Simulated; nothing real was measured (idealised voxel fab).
Process module in this document: voxel wiring stack
Cross-section cut: width 295 nm, square cells of 5 nm.
How to read a cross-section here: the picture is a grid of square cells, written as bands going from the top down, and any band can span one or more rows of cells. Heads up on the band format: heights come first, top then bottom, in nm. After that it's the materials left to right, each with its width in nm. A single material flagged "all across" fills the whole band edge to edge, and "air" means there's empty space there. For the purposes of this specification, 0 denotes the height below which the wafer in its as-received condition is composed wholly of one material, and the lowermost band, lacking a lower limit, extends downward without end, as expressed in "top 0, no bottom". Top row gets the first number, bottom row gets the second, and each row in between changes by the same step: that is how a band width like "30 to 40" works. Step note "same as before" = no cross-section cell changed. This entry, "Sealed internal cavities", enumerates those empty regions of no fewer than 8 cells that possess no open connection to the top. Each region is reported in the form width x height at distance, the distance being taken from the left edge, with all three quantities expressed in nm. The remark found on a step's line after its settings is issued by the simulator itself and pertains to that step. The setting "overlay nm" may be written on the line of a step. When the step uses a mask, the value reports how far to the right of the planned place the mask lay, and a negative value reports that it lay to the left. In what follows, pairs of cross-sections are presented, each taken before and after one process step, with the after cross-section shown only down to the lowest band that was altered; the step, together with its settings, is stated below the pair. The pairs may stem from different runs of this module on the same starting wafer; accordingly, a pair should be taken as continuing from the one above it solely where its entry headed "Before the step" indicates as much.
## Before the step
    top 80, bottom 75 | SiO2: 55 | air: 15 | SiO2: 85 | air: 15 | SiO2: 125
    top 75, bottom 70 | SiO2: 55 | Ru: 15 | SiO2: 85 | Ru: 15 | SiO2: 125
    top 70, bottom 65 | SiCN: 55 | Ru: 15 | SiCN: 85 | Ru: 15 | SiCN: 125
    top 65, bottom 55 | lowk: 55 | TiN: 5 | Ru: 20 | TiN: 5 | lowk: 20 | TiN: 5 | Ru: 20 | TiN: 5 | lowk: 20 | TiN: 5 | Ru: 20 | TiN: 5 | lowk: 20 | TiN: 5 | Ru: 20 | TiN: 5 | lowk: 60
    top 55, bottom 50 | lowk: 55 | TiN: 5 | Ru: 5 | TiN: 20 | lowk: 20 | TiN: 5 | Ru: 5 | TiN: 20 | lowk: 20 | TiN: 5 | Ru: 5 | TiN: 20 | lowk: 20 | TiN: 5 | Ru: 5 | TiN: 20 | lowk: 60
    top 50, bottom 40 | lowk: 55 | TiN: 5 | Ru: 5 | TiN: 5 | lowk: 35 | TiN: 5 | Ru: 5 | TiN: 5 | lowk: 35 | TiN: 5 | Ru: 5 | TiN: 5 | lowk: 35 | TiN: 5 | Ru: 5 | TiN: 5 | lowk: 75
    top 40, bottom 35 | SiCN: 55 | TiN: 15 | SiCN: 35 | TiN: 15 | SiCN: 35 | TiN: 15 | SiCN: 35 | TiN: 15 | SiCN: 75
    top 35, bottom 15 | SiO2: 55 | Ru: 30 | SiO2: 20 | Ru: 30 | SiO2: 20 | Ru: 30 | SiO2: 20 | Ru: 30 | SiO2: 60
    top 15, bottom 10 | SiO2: 55 | TiN: 30 | SiO2: 20 | TiN: 30 | SiO2: 20 | TiN: 30 | SiO2: 20 | TiN: 30 | SiO2: 60
    top 10, bottom 0 | SiO2 all across
    top 0, no bottom | Si all across
    Sealed internal cavities: none
## Post-Step Geometry
    top 85, bottom 80 | TiN: 55 | air: 15 | TiN: 85 | air: 15 | TiN: 125
    top 80, bottom 75 | SiO2: 55 | TiN: 15 | SiO2: 85 | TiN: 15 | SiO2: 125
    Under 75: no change, same as before.
    Sealed internal cavities: none
Step between the cross-sections above: DIRECTIONAL_DEP,material TiN,thk nm 5
Before the step: For the state before this step, see the after cross-section of the pair located directly above.
## Post-Step Geometry
    top 90, bottom 85 | Ru: 60 | air: 5 | Ru: 95 | air: 5 | Ru: 130
    top 85, bottom 80 | TiN: 55 | Ru: 15 | TiN: 85 | Ru: 15 | TiN: 125
    Under 80: no change, same as before.
    Sealed internal cavities: none
Step between the cross-sections above: EPI,material Ru,thk nm 5
Before the step: For the state before this step, see the after cross-section of the pair located directly above.
## Post-Step Geometry
    top 115, bottom 110 | W: 60 | air: 5 | W: 95 | air: 5 | W: 130
    top 110, bottom 90 | W all across
    top 90, bottom 85 | Ru: 60 | W: 5 | Ru: 95 | W: 5 | Ru: 130
    Under 85: no change, same as before.
    Sealed internal cavities: none
Step between the cross-sections above: DIRECTIONAL_DEP,material W,thk nm 25
Before the step: For the state before this step, see the after cross-section of the pair located directly above.
## Post-Step Geometry
    top 115, bottom 110 | air: 55 | W: 5 | air: 5 | W: 20 | air: 20 | W: 30 | air: 20 | W: 5 | air: 5 | W: 20 | air: 20 | W: 30 | air: 60
    top 110, bottom 90 | air: 55 | W: 30 | air: 20 | W: 30 | air: 20 | W: 30 | air: 20 | W: 30 | air: 60
    Under 90: no change, same as before.
    Sealed internal cavities: none
Step between the cross-sections above: MASKED_ETCH,tone cover,mask id METAL_3,width nm 30,pitch nm 50,etch materials W,depth nm 25,overlay nm 0
Before the step: For the state before this step, see the after cross-section of the pair located directly above.
## Post-Step Geometry
    top 120, bottom 115 | air: 50 | SiCN: 40 | air: 10 | SiCN: 40 | air: 10 | SiCN: 40 | air: 10 | SiCN: 40 | air: 55
    top 115, bottom 110 | air: 50 | SiCN: 5 | W: 5 | SiCN: 5 | W: 20 | SiCN: 5 | air: 10 | SiCN: 5 | W: 30 | SiCN: 5 | air: 10 | SiCN: 5 | W: 5 | SiCN: 5 | W: 20 | SiCN: 5 | air: 10 | SiCN: 5 | W: 30 | SiCN: 5 | air: 55
    top 110, bottom 95 | air: 50 | SiCN: 5 | W: 30 | SiCN: 5 | air: 10 | SiCN: 5 | W: 30 | SiCN: 5 | air: 10 | SiCN: 5 | W: 30 | SiCN: 5 | air: 10 | SiCN: 5 | W: 30 | SiCN: 5 | air: 55
    top 95, bottom 90 | SiCN: 55 | W: 30 | SiCN: 20 | W: 30 | SiCN: 20 | W: 30 | SiCN: 20 | W: 30 | SiCN: 60
    Under 90: no change, same as before.
    Sealed internal cavities: none
Step between the cross-sections above: CONFORMAL_DEP,material SiCN,thk nm 5
Before the step: For the state before this step, see the after cross-section of the pair located directly above.
## Post-Step Geometry
    top 125, bottom 120 | lowk all across
    top 120, bottom 115 | lowk: 50 | SiCN: 40 | lowk: 10 | SiCN: 40 | lowk: 10 | SiCN: 40 | lowk: 10 | SiCN: 40 | lowk: 55
    top 115, bottom 110 | lowk: 50 | SiCN: 5 | W: 5 | SiCN: 5 | W: 20 | SiCN: 5 | lowk: 10 | SiCN: 5 | W: 30 | SiCN: 5 | lowk: 10 | SiCN: 5 | W: 5 | SiCN: 5 | W: 20 | SiCN: 5 | lowk: 10 | SiCN: 5 | W: 30 | SiCN: 5 | lowk: 55
    top 110, bottom 95 | lowk: 50 | SiCN: 5 | W: 30 | SiCN: 5 | lowk: 10 | SiCN: 5 | W: 30 | SiCN: 5 | lowk: 10 | SiCN: 5 | W: 30 | SiCN: 5 | lowk: 10 | SiCN: 5 | W: 30 | SiCN: 5 | lowk: 55
    Under 95: no change, same as before.
    Sealed internal cavities: none
Step between the cross-sections above: FILL_DEP,material lowk,thk nm 5
Before the step: For the state before this step, see the after cross-section of the pair located directly above.
## Post-Step Geometry
    top 110, bottom 95 | lowk: 50 | SiCN: 5 | W: 30 | SiCN: 5 | lowk: 10 | SiCN: 5 | W: 30 | SiCN: 5 | lowk: 10 | SiCN: 5 | W: 30 | SiCN: 5 | lowk: 10 | SiCN: 5 | W: 30 | SiCN: 5 | lowk: 55
    Under 95: no change, same as before.
    Sealed internal cavities: none
Step between the cross-sections above: CMP,height nm 110
Before the step: For the state before this step, see the after cross-section of the pair located directly above.
## Post-Step Geometry
    top 115, bottom 110 | SiCN all across
    Under 110: no change, same as before.
    Sealed internal cavities: none
Step between the cross-sections above: CONFORMAL_DEP,material SiCN,thk nm 5
Before the step: For the state before this step, see the after cross-section of the pair located directly above.
## Post-Step Geometry
    top 140, bottom 115 | SiO2 all across
    Under 115: no change, same as before.
    Sealed internal cavities: none
Step between the cross-sections above: DIRECTIONAL_DEP,material SiO2,thk nm 25
Before the step: For the state before this step, see the after cross-section of the pair located directly above.
## Post-Step Geometry
    top 150, bottom 140 | aC all across
    Under 140: no change, same as before.
    Sealed internal cavities: none
Step between the cross-sections above: DIRECTIONAL_DEP,material aC,thk nm 10
Before the step: For the state before this step, see the after cross-section of the pair located directly above.
## Post-Step Geometry
    top 175, bottom 150 | resist: 55 | air: 30 | resist: 20 | air: 30 | resist: 20 | air: 30 | resist: 20 | air: 30 | resist: 60
    Under 150: no change, same as before.
    Sealed internal cavities: none
Step between the cross-sections above: PATTERN,tone open,mask id METAL_4,material resist,width nm 30,pitch nm 50,thk nm 25,overlay nm 0
Before the step: For the state before this step, see the after cross-section of the pair located directly above.
## Post-Step Geometry
    top 165, bottom 150 | resist: 55 | air: 30 | resist: 20 | air: 30 | resist: 20 | air: 30 | resist: 20 | air: 30 | resist: 60
    top 150, bottom 140 | aC: 55 | air: 30 | aC: 20 | air: 30 | aC: 20 | air: 30 | aC: 20 | air: 30 | aC: 60
    Under 140: no change, same as before.
    Sealed internal cavities: none
Step between the cross-sections above: DIRECTIONAL_ETCH,etch materials aC,depth nm 10
Before the step: For the state before this step, see the after cross-section of the pair located directly above.
## Post-Step Geometry
    top 150, bottom 140 | aC: 55 | air: 30 | aC: 20 | air: 30 | aC: 20 | air: 30 | aC: 20 | air: 30 | aC: 60
    Under 140: no change, same as before.
    Sealed internal cavities: none
Step between the cross-sections above: STRIP,etch materials resist
Before the step: For the state before this step, see the after cross-section of the pair located directly above.
## Post-Step Geometry
    top 150, bottom 140 | aC: 55 | air: 30 | aC: 20 | air: 30 | aC: 20 | air: 30 | aC: 20 | air: 30 | aC: 60
    top 140, bottom 125 | SiO2: 55 | air: 30 | SiO2: 20 | air: 30 | SiO2: 20 | air: 30 | SiO2: 20 | air: 30 | SiO2: 60
    Under 125: no change, same as before.
    Sealed internal cavities: none
Step between the cross-sections above: DIRECTIONAL_ETCH,etch materials SiO2,depth nm 15
Before the step: For the state before this step, see the after cross-section of the pair located directly above.
## Post-Step Geometry
    top 140, bottom 125 | SiO2: 55 | air: 30 | SiO2: 20 | air: 30 | SiO2: 20 | air: 30 | SiO2: 20 | air: 30 | SiO2: 60
    Under 125: no change, same as before.
    Sealed internal cavities: none
Step between the cross-sections above: STRIP,etch materials aC
Before the step: For the state before this step, see the after cross-section of the pair located directly above.
## Post-Step Geometry
    top 140, bottom 125 | SiO2: 55 | air: 30 | SiO2: 20 | air: 30 | SiO2: 20 | air: 30 | SiO2: 20 | air: 30 | SiO2: 60
    top 125, bottom 115 | SiO2: 55 | air: 15 | SiO2: 35 | air: 15 | SiO2: 35 | air: 15 | SiO2: 35 | air: 15 | SiO2: 75
    Under 115: no change, same as before.
    Sealed internal cavities: none
Step between the cross-sections above: MASKED_ETCH,tone open,mask id METAL_4_HOLES,width nm 15,pitch nm 50,etch materials SiO2,depth nm 10,overlay nm 0
Before the step: For the state before this step, see the after cross-section of the pair located directly above.
## Post-Step Geometry
    top 140, bottom 125 | SiO2: 55 | air: 30 | SiO2: 20 | air: 30 | SiO2: 20 | air: 30 | SiO2: 20 | air: 30 | SiO2: 60
    top 125, bottom 115 | SiO2: 55 | air: 15 | SiO2: 35 | air: 15 | SiO2: 35 | air: 15 | SiO2: 35 | air: 15 | SiO2: 75
    top 115, bottom 110 | SiCN: 55 | air: 15 | SiCN: 35 | air: 15 | SiCN: 35 | air: 15 | SiCN: 35 | air: 15 | SiCN: 75
    Under 110: no change, same as before.
    Sealed internal cavities: none
Step between the cross-sections above: MASKED_ETCH,tone open,mask id METAL_4_HOLES,width nm 15,pitch nm 50,etch materials SiCN,depth nm 5,overlay nm 0
Before the step: For the state before this step, see the after cross-section of the pair located directly above.
## Post-Step Geometry
    top 145, bottom 140 | TiN: 60 | air: 20 | TiN: 30 | air: 20 | TiN: 30 | air: 20 | TiN: 30 | air: 20 | TiN: 65
    top 140, bottom 130 | SiO2: 55 | TiN: 5 | air: 20 | TiN: 5 | SiO2: 20 | TiN: 5 | air: 20 | TiN: 5 | SiO2: 20 | TiN: 5 | air: 20 | TiN: 5 | SiO2: 20 | TiN: 5 | air: 20 | TiN: 5 | SiO2: 60
    top 130, bottom 125 | SiO2: 55 | TiN: 5 | air: 5 | TiN: 20 | SiO2: 20 | TiN: 5 | air: 5 | TiN: 20 | SiO2: 20 | TiN: 5 | air: 5 | TiN: 20 | SiO2: 20 | TiN: 5 | air: 5 | TiN: 20 | SiO2: 60
    top 125, bottom 115 | SiO2: 55 | TiN: 5 | air: 5 | TiN: 5 | SiO2: 35 | TiN: 5 | air: 5 | TiN: 5 | SiO2: 35 | TiN: 5 | air: 5 | TiN: 5 | SiO2: 35 | TiN: 5 | air: 5 | TiN: 5 | SiO2: 75
    top 115, bottom 110 | SiCN: 55 | TiN: 15 | SiCN: 35 | TiN: 15 | SiCN: 35 | TiN: 15 | SiCN: 35 | TiN: 15 | SiCN: 75
    Under 110: no change, same as before.
    Sealed internal cavities: none
Step between the cross-sections above: CONFORMAL_DEP,material TiN,thk nm 5
Before the step: For the state before this step, see the after cross-section of the pair located directly above.
## Post-Step Geometry
    top 155, bottom 145 | Cu all across
    top 145, bottom 140 | TiN: 60 | Cu: 20 | TiN: 30 | Cu: 20 | TiN: 30 | Cu: 20 | TiN: 30 | Cu: 20 | TiN: 65
    top 140, bottom 130 | SiO2: 55 | TiN: 5 | Cu: 20 | TiN: 5 | SiO2: 20 | TiN: 5 | Cu: 20 | TiN: 5 | SiO2: 20 | TiN: 5 | Cu: 20 | TiN: 5 | SiO2: 20 | TiN: 5 | Cu: 20 | TiN: 5 | SiO2: 60
    top 130, bottom 125 | SiO2: 55 | TiN: 5 | Cu: 5 | TiN: 20 | SiO2: 20 | TiN: 5 | Cu: 5 | TiN: 20 | SiO2: 20 | TiN: 5 | Cu: 5 | TiN: 20 | SiO2: 20 | TiN: 5 | Cu: 5 | TiN: 20 | SiO2: 60
    top 125, bottom 115 | SiO2: 55 | TiN: 5 | Cu: 5 | TiN: 5 | SiO2: 35 | TiN: 5 | Cu: 5 | TiN: 5 | SiO2: 35 | TiN: 5 | Cu: 5 | TiN: 5 | SiO2: 35 | TiN: 5 | Cu: 5 | TiN: 5 | SiO2: 75
    Under 115: no change, same as before.
    Sealed internal cavities: none
Step between the cross-sections above: FILL_DEP,material Cu,thk nm 10
Before the step: For the state before this step, see the after cross-section of the pair located directly above.
## Post-Step Geometry
    top 140, bottom 130 | SiO2: 55 | TiN: 5 | Cu: 20 | TiN: 5 | SiO2: 20 | TiN: 5 | Cu: 20 | TiN: 5 | SiO2: 20 | TiN: 5 | Cu: 20 | TiN: 5 | SiO2: 20 | TiN: 5 | Cu: 20 | TiN: 5 | SiO2: 60
    Under 130: no change, same as before.
    Sealed internal cavities: none
Step between the cross-sections above: CMP,height nm 140
Before the step: For the state before this step, see the after cross-section of the pair located directly above.
## Post-Step Geometry
    top 145, bottom 140 | SiN all across
    Under 140: no change, same as before.
    Sealed internal cavities: none
Step between the cross-sections above: CONFORMAL_DEP,material SiN,thk nm 5
## Before the step
    top 75, bottom 70 | Ru all across
    top 70, bottom 65 | TiN: 60 | Ru: 20 | TiN: 30 | Ru: 20 | TiN: 30 | Ru: 20 | TiN: 30 | Ru: 20 | TiN: 65
    top 65, bottom 55 | lowk: 55 | TiN: 5 | Ru: 20 | TiN: 5 | lowk: 20 | TiN: 5 | Ru: 20 | TiN: 5 | lowk: 20 | TiN: 5 | Ru: 20 | TiN: 5 | lowk: 20 | TiN: 5 | Ru: 20 | TiN: 5 | lowk: 60
    top 55, bottom 50 | lowk: 55 | TiN: 5 | Ru: 5 | TiN: 20 | lowk: 20 | TiN: 5 | Ru: 5 | TiN: 20 | lowk: 20 | TiN: 5 | Ru: 5 | TiN: 20 | lowk: 20 | TiN: 5 | Ru: 5 | TiN: 20 | lowk: 60
    top 50, bottom 40 | lowk: 55 | TiN: 5 | Ru: 5 | TiN: 5 | lowk: 35 | TiN: 5 | Ru: 5 | TiN: 5 | lowk: 35 | TiN: 5 | Ru: 5 | TiN: 5 | lowk: 35 | TiN: 5 | Ru: 5 | TiN: 5 | lowk: 75
    top 40, bottom 35 | SiCN: 55 | TiN: 15 | SiCN: 35 | TiN: 15 | SiCN: 35 | TiN: 15 | SiCN: 35 | TiN: 15 | SiCN: 75
    top 35, bottom 15 | SiO2: 55 | Ru: 30 | SiO2: 20 | Ru: 30 | SiO2: 20 | Ru: 30 | SiO2: 20 | Ru: 30 | SiO2: 60
    top 15, bottom 10 | SiO2: 55 | TiN: 30 | SiO2: 20 | TiN: 30 | SiO2: 20 | TiN: 30 | SiO2: 20 | TiN: 30 | SiO2: 60
    top 10, bottom 0 | SiO2 all across
    top 0, no bottom | Si all across
    Sealed internal cavities: none
## Post-Step Geometry
    top 55, bottom 50 | lowk: 55 | TiN: 5 | Ru: 5 | TiN: 20 | lowk: 20 | TiN: 5 | Ru: 5 | TiN: 20 | lowk: 20 | TiN: 5 | Ru: 5 | TiN: 20 | lowk: 20 | TiN: 5 | Ru: 5 | TiN: 20 | lowk: 60
    Under 50: no change, same as before.
    Sealed internal cavities: none
Step between the cross-sections above: CMP,height nm 55
Before the step: For the state before this step, see the after cross-section of the pair located directly above.
## Post-Step Geometry
    top 60, bottom 55 | SiCN all across
    Under 55: no change, same as before.
    Sealed internal cavities: none
Step between the cross-sections above: CONFORMAL_DEP,material SiCN,thk nm 5
Before the step: For the state before this step, see the after cross-section of the pair located directly above.
## Post-Step Geometry
    top 70, bottom 60 | SiO2 all across
    Under 60: no change, same as before.
    Sealed internal cavities: none
Step between the cross-sections above: DIRECTIONAL_DEP,material SiO2,thk nm 10
Before the step: For the state before this step, see the after cross-section of the pair located directly above.
## Post-Step Geometry
    top 70, bottom 60 | SiO2: 55 | air: 15 | SiO2: 85 | air: 15 | SiO2: 125
    Under 60: no change, same as before.
    Sealed internal cavities: none
Step between the cross-sections above: MASKED_ETCH,tone open,mask id PLUG_2,width nm 15,pitch nm 100,etch materials SiO2,depth nm 10,overlay nm 0
Before the step: For the state before this step, see the after cross-section of the pair located directly above.
## Post-Step Geometry
    top 70, bottom 60 | SiO2: 55 | air: 15 | SiO2: 85 | air: 15 | SiO2: 125
    top 60, bottom 55 | SiCN: 55 | air: 15 | SiCN: 85 | air: 15 | SiCN: 125
    Under 55: no change, same as before.
    Sealed internal cavities: none
Step between the cross-sections above: MASKED_ETCH,tone open,mask id PLUG_2,width nm 15,pitch nm 100,etch materials SiCN,depth nm 5,overlay nm 0
Before the step: For the state before this step, see the after cross-section of the pair located directly above.
## Post-Step Geometry
    top 70, bottom 65 | SiO2: 55 | air: 15 | SiO2: 85 | air: 15 | SiO2: 125
    top 65, bottom 60 | SiO2: 55 | Ru: 15 | SiO2: 85 | Ru: 15 | SiO2: 125
    top 60, bottom 55 | SiCN: 55 | Ru: 15 | SiCN: 85 | Ru: 15 | SiCN: 125
    Under 55: no change, same as before.
    Sealed internal cavities: none
Step between the cross-sections above: EPI,material Ru,thk nm 10
Before the step: For the state before this step, see the after cross-section of the pair located directly above.
## Post-Step Geometry
    top 70, bottom 60 | SiO2: 55 | Ru: 15 | SiO2: 85 | Ru: 15 | SiO2: 125
    Under 60: no change, same as before.
    Sealed internal cavities: none
Step between the cross-sections above: EPI,material Ru,thk nm 5
Before the step: For the state before this step, see the after cross-section of the pair located directly above.
## Post-Step Geometry
    top 75, bottom 70 | TiN all across
    Under 70: no change, same as before.
    Sealed internal cavities: none
Step between the cross-sections above: DIRECTIONAL_DEP,material TiN,thk nm 5
Before the step: For the state before this step, see the after cross-section of the pair located directly above.
## Post-Step Geometry
    top 100, bottom 75 | W all across
    Under 75: no change, same as before.
    Sealed internal cavities: none
Step between the cross-sections above: DIRECTIONAL_DEP,material W,thk nm 25
Before the step: For the state before this step, see the after cross-section of the pair located directly above.
## Post-Step Geometry
    top 100, bottom 75 | air: 55 | W: 30 | air: 20 | W: 30 | air: 20 | W: 30 | air: 20 | W: 30 | air: 60
    Under 75: no change, same as before.
    Sealed internal cavities: none
Step between the cross-sections above: MASKED_ETCH,tone cover,mask id METAL_3,width nm 30,pitch nm 50,etch materials W,depth nm 25,overlay nm 0
Before the step: For the state before this step, see the after cross-section of the pair located directly above.
## Post-Step Geometry
    top 100, bottom 75 | air: 55 | W: 30 | air: 20 | W: 30 | air: 20 | W: 30 | air: 20 | W: 30 | air: 60
    top 75, bottom 70 | air: 55 | TiN: 30 | air: 20 | TiN: 30 | air: 20 | TiN: 30 | air: 20 | TiN: 30 | air: 60
    Under 70: no change, same as before.
    Sealed internal cavities: none
Step between the cross-sections above: MASKED_ETCH,tone cover,mask id METAL_3,width nm 30,pitch nm 50,etch materials TiN,depth nm 5,overlay nm 0
Before the step: For the state before this step, see the after cross-section of the pair located directly above.
## Post-Step Geometry
    top 105, bottom 100 | air: 50 | SiCN: 40 | air: 10 | SiCN: 40 | air: 10 | SiCN: 40 | air: 10 | SiCN: 40 | air: 55
    top 100, bottom 75 | air: 50 | SiCN: 5 | W: 30 | SiCN: 5 | air: 10 | SiCN: 5 | W: 30 | SiCN: 5 | air: 10 | SiCN: 5 | W: 30 | SiCN: 5 | air: 10 | SiCN: 5 | W: 30 | SiCN: 5 | air: 55
    top 75, bottom 70 | SiCN: 55 | TiN: 30 | SiCN: 20 | TiN: 30 | SiCN: 20 | TiN: 30 | SiCN: 20 | TiN: 30 | SiCN: 60
    Under 70: no change, same as before.
    Sealed internal cavities: none
Step between the cross-sections above: CONFORMAL_DEP,material SiCN,thk nm 5
Before the step: For the state before this step, see the after cross-section of the pair located directly above.
## Post-Step Geometry
    top 110, bottom 105 | lowk all across
    top 105, bottom 100 | lowk: 50 | SiCN: 40 | lowk: 10 | SiCN: 40 | lowk: 10 | SiCN: 40 | lowk: 10 | SiCN: 40 | lowk: 55
    top 100, bottom 75 | lowk: 50 | SiCN: 5 | W: 30 | SiCN: 5 | lowk: 10 | SiCN: 5 | W: 30 | SiCN: 5 | lowk: 10 | SiCN: 5 | W: 30 | SiCN: 5 | lowk: 10 | SiCN: 5 | W: 30 | SiCN: 5 | lowk: 55
    Under 75: no change, same as before.
    Sealed internal cavities: none
Step between the cross-sections above: FILL_DEP,material lowk,thk nm 5
Before the step: For the state before this step, see the after cross-section of the pair located directly above.
## Post-Step Geometry
    top 115, bottom 110 | SiCN all across
    Under 110: no change, same as before.
    Sealed internal cavities: none
Step between the cross-sections above: CONFORMAL_DEP,material SiCN,thk nm 5
Before the step: For the state before this step, see the after cross-section of the pair located directly above.
## Post-Step Geometry
    top 140, bottom 115 | SiO2 all across
    Under 115: no change, same as before.
    Sealed internal cavities: none
Step between the cross-sections above: DIRECTIONAL_DEP,material SiO2,thk nm 25
Before the step: For the state before this step, see the after cross-section of the pair located directly above.
## Post-Step Geometry
    top 150, bottom 140 | aC all across
    Under 140: no change, same as before.
    Sealed internal cavities: none
Step between the cross-sections above: DIRECTIONAL_DEP,material aC,thk nm 10
Before the step: For the state before this step, see the after cross-section of the pair located directly above.
## Post-Step Geometry
    top 175, bottom 150 | resist: 55 | air: 30 | resist: 20 | air: 30 | resist: 20 | air: 30 | resist: 20 | air: 30 | resist: 60
    Under 150: no change, same as before.
    Sealed internal cavities: none
Step between the cross-sections above: PATTERN,tone open,mask id METAL_4,material resist,width nm 30,pitch nm 50,thk nm 25,overlay nm 0
Before the step: For the state before this step, see the after cross-section of the pair located directly above.
## Post-Step Geometry
    top 165, bottom 150 | resist: 55 | air: 30 | resist: 20 | air: 30 | resist: 20 | air: 30 | resist: 20 | air: 30 | resist: 60
    top 150, bottom 140 | aC: 55 | air: 30 | aC: 20 | air: 30 | aC: 20 | air: 30 | aC: 20 | air: 30 | aC: 60
    Under 140: no change, same as before.
    Sealed internal cavities: none
Step between the cross-sections above: DIRECTIONAL_ETCH,etch materials aC,depth nm 10
Before the step: For the state before this step, see the after cross-section of the pair located directly above.
## Post-Step Geometry
    top 150, bottom 140 | aC: 55 | air: 30 | aC: 20 | air: 30 | aC: 20 | air: 30 | aC: 20 | air: 30 | aC: 60
    Under 140: no change, same as before.
    Sealed internal cavities: none
Step between the cross-sections above: STRIP,etch materials resist
Before the step: For the state before this step, see the after cross-section of the pair located directly above.
## Post-Step Geometry
    top 150, bottom 140 | aC: 55 | air: 30 | aC: 20 | air: 30 | aC: 20 | air: 30 | aC: 20 | air: 30 | aC: 60
    top 140, bottom 125 | SiO2: 55 | air: 30 | SiO2: 20 | air: 30 | SiO2: 20 | air: 30 | SiO2: 20 | air: 30 | SiO2: 60
    Under 125: no change, same as before.
    Sealed internal cavities: none
Step between the cross-sections above: DIRECTIONAL_ETCH,etch materials SiO2,depth nm 15
Before the step: For the state before this step, see the after cross-section of the pair located directly above.
## Post-Step Geometry
    top 140, bottom 125 | SiO2: 55 | air: 30 | SiO2: 20 | air: 30 | SiO2: 20 | air: 30 | SiO2: 20 | air: 30 | SiO2: 60
    Under 125: no change, same as before.
    Sealed internal cavities: none
Step between the cross-sections above: STRIP,etch materials aC
Before the step: For the state before this step, see the after cross-section of the pair located directly above.
## Post-Step Geometry
    top 140, bottom 125 | SiO2: 55 | air: 30 | SiO2: 20 | air: 30 | SiO2: 20 | air: 30 | SiO2: 20 | air: 30 | SiO2: 60
    top 125, bottom 115 | SiO2: 55 | air: 15 | SiO2: 35 | air: 15 | SiO2: 35 | air: 15 | SiO2: 35 | air: 15 | SiO2: 75
    Under 115: no change, same as before.
    Sealed internal cavities: none
Step between the cross-sections above: MASKED_ETCH,tone open,mask id METAL_4_HOLES,width nm 15,pitch nm 50,etch materials SiO2,depth nm 10,overlay nm 0
Before the step: For the state before this step, see the after cross-section of the pair located directly above.
## Post-Step Geometry
    top 140, bottom 125 | SiO2: 55 | air: 30 | SiO2: 20 | air: 30 | SiO2: 20 | air: 30 | SiO2: 20 | air: 30 | SiO2: 60
    top 125, bottom 115 | SiO2: 55 | air: 15 | SiO2: 35 | air: 15 | SiO2: 35 | air: 15 | SiO2: 35 | air: 15 | SiO2: 75
    top 115, bottom 110 | SiCN: 55 | air: 15 | SiCN: 35 | air: 15 | SiCN: 35 | air: 15 | SiCN: 35 | air: 15 | SiCN: 75
    Under 110: no change, same as before.
    Sealed internal cavities: none
Step between the cross-sections above: MASKED_ETCH,tone open,mask id METAL_4_HOLES,width nm 15,pitch nm 50,etch materials SiCN,depth nm 5,overlay nm 0
Before the step: For the state before this step, see the after cross-section of the pair located directly above.
## Post-Step Geometry
    top 145, bottom 140 | TiN: 60 | air: 20 | TiN: 30 | air: 20 | TiN: 30 | air: 20 | TiN: 30 | air: 20 | TiN: 65
    top 140, bottom 130 | SiO2: 55 | TiN: 5 | air: 20 | TiN: 5 | SiO2: 20 | TiN: 5 | air: 20 | TiN: 5 | SiO2: 20 | TiN: 5 | air: 20 | TiN: 5 | SiO2: 20 | TiN: 5 | air: 20 | TiN: 5 | SiO2: 60
    top 130, bottom 125 | SiO2: 55 | TiN: 5 | air: 5 | TiN: 20 | SiO2: 20 | TiN: 5 | air: 5 | TiN: 20 | SiO2: 20 | TiN: 5 | air: 5 | TiN: 20 | SiO2: 20 | TiN: 5 | air: 5 | TiN: 20 | SiO2: 60
    top 125, bottom 115 | SiO2: 55 | TiN: 5 | air: 5 | TiN: 5 | SiO2: 35 | TiN: 5 | air: 5 | TiN: 5 | SiO2: 35 | TiN: 5 | air: 5 | TiN: 5 | SiO2: 35 | TiN: 5 | air: 5 | TiN: 5 | SiO2: 75
    top 115, bottom 110 | SiCN: 55 | TiN: 15 | SiCN: 35 | TiN: 15 | SiCN: 35 | TiN: 15 | SiCN: 35 | TiN: 15 | SiCN: 75
    Under 110: no change, same as before.
    Sealed internal cavities: none
Step between the cross-sections above: CONFORMAL_DEP,material TiN,thk nm 5
Before the step: For the state before this step, see the after cross-section of the pair located directly above.
## Post-Step Geometry
    top 155, bottom 145 | Cu all across
    top 145, bottom 140 | TiN: 60 | Cu: 20 | TiN: 30 | Cu: 20 | TiN: 30 | Cu: 20 | TiN: 30 | Cu: 20 | TiN: 65
    top 140, bottom 130 | SiO2: 55 | TiN: 5 | Cu: 20 | TiN: 5 | SiO2: 20 | TiN: 5 | Cu: 20 | TiN: 5 | SiO2: 20 | TiN: 5 | Cu: 20 | TiN: 5 | SiO2: 20 | TiN: 5 | Cu: 20 | TiN: 5 | SiO2: 60
    top 130, bottom 125 | SiO2: 55 | TiN: 5 | Cu: 5 | TiN: 20 | SiO2: 20 | TiN: 5 | Cu: 5 | TiN: 20 | SiO2: 20 | TiN: 5 | Cu: 5 | TiN: 20 | SiO2: 20 | TiN: 5 | Cu: 5 | TiN: 20 | SiO2: 60
    top 125, bottom 115 | SiO2: 55 | TiN: 5 | Cu: 5 | TiN: 5 | SiO2: 35 | TiN: 5 | Cu: 5 | TiN: 5 | SiO2: 35 | TiN: 5 | Cu: 5 | TiN: 5 | SiO2: 35 | TiN: 5 | Cu: 5 | TiN: 5 | SiO2: 75
    Under 115: no change, same as before.
    Sealed internal cavities: none
Step between the cross-sections above: FILL_DEP,material Cu,thk nm 10
Before the step: For the state before this step, see the after cross-section of the pair located directly above.
## Post-Step Geometry
    top 140, bottom 130 | SiO2: 55 | TiN: 5 | Cu: 20 | TiN: 5 | SiO2: 20 | TiN: 5 | Cu: 20 | TiN: 5 | SiO2: 20 | TiN: 5 | Cu: 20 | TiN: 5 | SiO2: 20 | TiN: 5 | Cu: 20 | TiN: 5 | SiO2: 60
    Under 130: no change, same as before.
    Sealed internal cavities: none
Step between the cross-sections above: CMP,height nm 140
Before the step: For the state before this step, see the after cross-section of the pair located directly above.
## Post-Step Geometry
    top 145, bottom 140 | SiN all across
    Under 140: no change, same as before.
    Sealed internal cavities: none
Step between the cross-sections above: CONFORMAL_DEP,material SiN,thk nm 5
